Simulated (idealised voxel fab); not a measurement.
process module | voxel gate over fins
cross-section cut | 275 nm wide | cells 5 nm
A cross-section is a grid of square cells, given in bands from the top down. A band is one or more rows of cells.
Each band's line starts with the height of the band's top and of its bottom, in nm. Then come its materials from left to right, each with its width in nm. One material with "throughout" fills the band from edge to edge. "air" is empty space.
Height 0 is the level under which the wafer as received is all one material. The lowest band goes on downwards, as in "0 down".
A width such as "30 to 40" changes by the same amount from each row of cells to the next, from the band's top row to its bottom row.
"no change" after a step means that no cell of the cross-section changed.
closed voids: empty space of 8 cells or more with no open way to the top, each as width x height at its distance from the left edge, in nm
after a step's settings: what the simulator itself notes on the step
overlay nm, on a step with a mask: how far to the right of its planned place the mask lay; to the left if negative
plan
1 op RECEIVE | material Si
2 op CONFORMAL_DEP | material SiN | thk nm 5
3 op PATTERN | tone cover | mask id FINS | material resist | width nm 15 | pitch nm 55 | thk nm 15 | overlay nm 0
4 op DIRECTIONAL_ETCH | etch materials SiN | depth nm 5
5 op DIRECTIONAL_ETCH | etch materials Si | depth nm 30
6 op STRIP | etch materials resist
7 op FILL_DEP | material SiO2 | thk nm 10
8 op CMP | height nm 5
9 op MASKED_ETCH | tone open | mask id RAIL | width nm 15 | etch materials SiO2 | depth nm 30 | overlay nm 0
10 op CONFORMAL_DEP | material TiN | thk nm 5
11 op FILL_DEP | material W | thk nm 5
12 op CMP | height nm 5
13 op SELECTIVE_ETCH | etch materials W Ru TiN | depth nm 20
14 op FILL_DEP | material SiO2 | thk nm 5
15 op CMP | height nm 5
16 op SELECTIVE_ETCH | etch materials SiO2 | depth nm 15
17 op STRIP | etch materials SiN
18 op CONFORMAL_DEP | material HfO2 | thk nm 5
19 op CONFORMAL_DEP | material TiN | thk nm 5
20 op CONFORMAL_DEP | material TiAl | thk nm 5
21 op CONFORMAL_DEP | material TiN | thk nm 5
22 op FILL_DEP | material W | thk nm 15
23 op CMP | height nm 30
24 op CONFORMAL_DEP | material SiN | thk nm 10
varied across the wafers: width nm of step 3. The plan shows the first wafer's value. All wafers start alike
first wafer as received, after step 1
  0 down: Si throughout
  closed voids: none
each wafer at the end: cells of each material gained (+) or lost (-) since it was received, then its closed voids
width nm 15 | +63 HfO2 | -294 Si | +110 SiN | +190 SiO2 | +63 TiAl | +131 TiN | +177 W | closed voids: none
width nm 20 | +63 HfO2 | -282 Si | +110 SiN | +182 SiO2 | +63 TiAl | +129 TiN | +175 W | closed voids: none
width nm 25 | +63 HfO2 | -270 Si | +110 SiN | +174 SiO2 | +63 TiAl | +127 TiN | +173 W | closed voids: none
width nm 30 | +63 HfO2 | -258 Si | +110 SiN | +166 SiO2 | +61 TiAl | +127 TiN | +171 W | closed voids: none
